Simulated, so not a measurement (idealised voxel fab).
Documented hereafter: the process module known as voxel gate over fins.
The cross-section shown here is cut; it is 215 nm wide and divided into square cells measuring 5 nm on a side.
For the purposes of this document, a cross-section shall be understood as a grid of square cells, specified as bands listed in top-to-bottom order, each band consisting of one or more rows of cells.
Heads up on the band format: heights come first, top then bottom, in nm. After that it's the materials left to right, each with its width in nm. A single material flagged "all across" fills the whole band edge to edge, and "air" means there's empty space there.
Height reference: 0 = level under which incoming wafer is all one material. Lowest band: no bottom, runs on downward, e.g. "z 0 and below".
The two numbers in a width such as "30->40" mark its ends across the band: the first belongs to the top row of cells, the second to the bottom row, and from each row to the next the width moves by the same amount.
It should be understood that the words "no modifications", when stated for a given step, signify that the cross-section underwent no change in any of its cells during that step.
The entry "Completely enclosed voids" lists the empty spaces that cover at least 8 cells and have no open path to the top. Each is written as width x height at distance, where the distance is measured from the left edge and all three values are in nm.
If you see something after the settings on a step's line, that's the simulator's own remark about that step.
"overlay nm", when on a step's line for a step with a mask, measures how far to the right of its planned place the mask lay; a negative measure means to the left.

The process steps that were planned are listed below:
1: RECEIVE with material Si
2: CONFORMAL_DEP with material SiN, thk nm 10
3: MASKED_ETCH with tone cover, mask id FINS, width nm 15, pitch nm 40, etch materials SiN, depth nm 10, overlay nm 0
4: MASKED_ETCH with tone cover, mask id FINS, width nm 15, pitch nm 40, etch materials Si, depth nm 35, overlay nm 0
5: OXIDIZE with depth nm 5
6: FILL_DEP with material SiO2, thk nm 5
7: CMP with height nm 10
8: SELECTIVE_ETCH with etch materials SiO2, depth nm 20
9: STRIP with etch materials SiN
10: CONFORMAL_DEP with material HfO2, thk nm 5
11: CONFORMAL_DEP with material TiN, thk nm 5
12: CONFORMAL_DEP with material TiAl, thk nm 5
13: CONFORMAL_DEP with material TiN, thk nm 5
14: FILL_DEP with material W, thk nm 10
15: CMP with height nm 25
16: CONFORMAL_DEP with material SiCN, thk nm 10

First of two wafers: run as planned:

Cross-section of the wafer as it came to us, i.e., already through step 1:
	z 0 and below: Si all across
	Completely enclosed voids: none

Step 2 done - wafer cross-section:
	z 10 to 0: SiN all across
	All layers under 0 are left as they were.

Step 3 done - wafer cross-section:
	z 10 to 0: air 80 / SiN 15 / air 25 / SiN 15 / air 80
	All layers under 0 are left as they were.

Step 4 done - wafer cross-section:
	z 10 to 0: air 80 / SiN 15 / air 25 / SiN 15 / air 80
	z 0 to -35: air 80 / Si 15 / air 25 / Si 15 / air 80
	All layers under -35 are left as they were.

Step 5 done - wafer cross-section:
	z 10 to 0: air 80 / SiN 15 / air 25 / SiN 15 / air 80
	z 0 to -35: air 80 / SiO2 5 / Si 5 / SiO2 5 / air 25 / SiO2 5 / Si 5 / SiO2 5 / air 80
	z -35 to -40: SiO2 85 / Si 5 / SiO2 35 / Si 5 / SiO2 85
	All layers under -40 are left as they were.

Step 6 done - wafer cross-section:
	z 15 to 10: SiO2 all across
	z 10 to 0: SiO2 80 / SiN 15 / SiO2 25 / SiN 15 / SiO2 80
	z 0 to -40: SiO2 85 / Si 5 / SiO2 35 / Si 5 / SiO2 85
	All layers under -40 are left as they were.

Step 7 done - wafer cross-section:
	z 10 to 0: SiO2 80 / SiN 15 / SiO2 25 / SiN 15 / SiO2 80
	All layers under 0 are left as they were.

Step 8 done - wafer cross-section:
	z 10 to 0: air 80 / SiN 15 / air 25 / SiN 15 / air 80
	z 0 to -10: air 85 / Si 5 / air 35 / Si 5 / air 85
	All layers under -10 are left as they were.

Step 9 done - wafer cross-section:
	z 0 to -10: air 85 / Si 5 / air 35 / Si 5 / air 85
	All layers under -10 are left as they were.

Step 10 done - wafer cross-section:
	z 5 to 0: air 80 / HfO2 15 / air 25 / HfO2 15 / air 80
	z 0 to -5: air 80 / HfO2 5 / Si 5 / HfO2 5 / air 25 / HfO2 5 / Si 5 / HfO2 5 / air 80
	z -5 to -10: HfO2 85 / Si 5 / HfO2 35 / Si 5 / HfO2 85
	All layers under -10 are left as they were.

Step 11 done - wafer cross-section:
	z 10 to 5: air 75 / TiN 25 / air 15 / TiN 25 / air 75
	z 5 to 0: air 75 / TiN 5 / HfO2 15 / TiN 5 / air 15 / TiN 5 / HfO2 15 / TiN 5 / air 75
	z 0 to -5: TiN 80 / HfO2 5 / Si 5 / HfO2 5 / TiN 25 / HfO2 5 / Si 5 / HfO2 5 / TiN 80
	All layers under -5 are left as they were.

Step 12 done - wafer cross-section:
	z 15 to 10: air 70 / TiAl 35 / air 5 / TiAl 35 / air 70
	z 10 to 5: air 70 / TiAl 5 / TiN 25 / TiAl 5 / air 5 / TiAl 5 / TiN 25 / TiAl 5 / air 70
	z 5 to 0: TiAl 75 / TiN 5 / HfO2 15 / TiN 5 / TiAl 15 / TiN 5 / HfO2 15 / TiN 5 / TiAl 75
	All layers under 0 are left as they were.

Step 13 done - wafer cross-section:
	z 20 to 15: air 65 / TiN 85 / air 65
	z 15 to 10: air 65 / TiN 5 / TiAl 35 / TiN 5 / TiAl 35 / TiN 5 / air 65
	z 10 to 5: TiN 70 / TiAl 5 / TiN 25 / TiAl 5 / TiN 5 / TiAl 5 / TiN 25 / TiAl 5 / TiN 70
	All layers under 5 are left as they were.

Step 14 done - wafer cross-section:
	z 30 to 20: W all across
	z 20 to 15: W 65 / TiN 85 / W 65
	z 15 to 10: W 65 / TiN 5 / TiAl 35 / TiN 5 / TiAl 35 / TiN 5 / W 65
	All layers under 10 are left as they were.

Step 15 done - wafer cross-section:
	z 25 to 20: W all across
	All layers under 20 are left as they were.

Step 16 done - wafer cross-section:
	z 35 to 25: SiCN all across
	All layers under 25 are left as they were.

Regarding the second of the two wafers: it shared the first wafer's starting condition and process plan, yet one error occurred during its execution. Its history coincides with that of the first wafer up to and including step 3:

Second wafer profile in section, at the moment step 4 of the plan was meant to be complete:
	z 10 to 0: air 80 / SiN 15 / air 25 / SiN 15 / air 80
	z 0 to -70: air 80 / Si 15 / air 25 / Si 15 / air 80
	All layers under -70 are left as they were.

Second wafer profile in section, at the moment step 5 of the plan was meant to be complete:
	z 10 to 0: air 80 / SiN 15 / air 25 / SiN 15 / air 80
	z 0 to -70: air 80 / SiO2 5 / Si 5 / SiO2 5 / air 25 / SiO2 5 / Si 5 / SiO2 5 / air 80
	z -70 to -75: SiO2 85 / Si 5 / SiO2 35 / Si 5 / SiO2 85
	All layers under -75 are left as they were.

Second wafer profile in section, at the moment step 6 of the plan was meant to be complete:
	z 15 to 10: SiO2 all across
	z 10 to 0: SiO2 80 / SiN 15 / SiO2 25 / SiN 15 / SiO2 80
	z 0 to -75: SiO2 85 / Si 5 / SiO2 35 / Si 5 / SiO2 85
	All layers under -75 are left as they were.

Second wafer profile in section, at the moment step 7 of the plan was meant to be complete:
	z 10 to 0: SiO2 80 / SiN 15 / SiO2 25 / SiN 15 / SiO2 80
	All layers under 0 are left as they were.

Second wafer profile in section, at the moment step 8 of the plan was meant to be complete:
	z 10 to 0: air 80 / SiN 15 / air 25 / SiN 15 / air 80
	z 0 to -10: air 85 / Si 5 / air 35 / Si 5 / air 85
	All layers under -10 are left as they were.

Second wafer profile in section, at the moment step 9 of the plan was meant to be complete:
	z 0 to -10: air 85 / Si 5 / air 35 / Si 5 / air 85
	All layers under -10 are left as they were.

Second wafer profile in section, at the moment step 10 of the plan was meant to be complete:
	z 5 to 0: air 80 / HfO2 15 / air 25 / HfO2 15 / air 80
	z 0 to -5: air 80 / HfO2 5 / Si 5 / HfO2 5 / air 25 / HfO2 5 / Si 5 / HfO2 5 / air 80
	z -5 to -10: HfO2 85 / Si 5 / HfO2 35 / Si 5 / HfO2 85
	All layers under -10 are left as they were.

Second wafer profile in section, at the moment step 11 of the plan was meant to be complete:
	z 10 to 5: air 75 / TiN 25 / air 15 / TiN 25 / air 75
	z 5 to 0: air 75 / TiN 5 / HfO2 15 / TiN 5 / air 15 / TiN 5 / HfO2 15 / TiN 5 / air 75
	z 0 to -5: TiN 80 / HfO2 5 / Si 5 / HfO2 5 / TiN 25 / HfO2 5 / Si 5 / HfO2 5 / TiN 80
	All layers under -5 are left as they were.

Second wafer profile in section, at the moment step 12 of the plan was meant to be complete:
	z 15 to 10: air 70 / TiAl 35 / air 5 / TiAl 35 / air 70
	z 10 to 5: air 70 / TiAl 5 / TiN 25 / TiAl 5 / air 5 / TiAl 5 / TiN 25 / TiAl 5 / air 70
	z 5 to 0: TiAl 75 / TiN 5 / HfO2 15 / TiN 5 / TiAl 15 / TiN 5 / HfO2 15 / TiN 5 / TiAl 75
	All layers under 0 are left as they were.

Second wafer profile in section, at the moment step 13 of the plan was meant to be complete:
	z 20 to 15: air 65 / TiN 85 / air 65
	z 15 to 10: air 65 / TiN 5 / TiAl 35 / TiN 5 / TiAl 35 / TiN 5 / air 65
	z 10 to 5: TiN 70 / TiAl 5 / TiN 25 / TiAl 5 / TiN 5 / TiAl 5 / TiN 25 / TiAl 5 / TiN 70
	All layers under 5 are left as they were.

Second wafer profile in section, at the moment step 14 of the plan was meant to be complete:
	z 30 to 20: W all across
	z 20 to 15: W 65 / TiN 85 / W 65
	z 15 to 10: W 65 / TiN 5 / TiAl 35 / TiN 5 / TiAl 35 / TiN 5 / W 65
	All layers under 10 are left as they were.

Second wafer profile in section, at the moment step 15 of the plan was meant to be complete:
	z 25 to 20: W all across
	All layers under 20 are left as they were.

Second wafer profile in section, at the moment step 16 of the plan was meant to be complete:
	z 35 to 25: SiCN all across
	All layers under 25 are left as they were.
The mistake made against the process plan was this: step 4 of the plan was carried out twice
In the final state, the cell counts of the second wafer exceed or fall short of those of the first for the following materials: Si -287, SiO2 +287
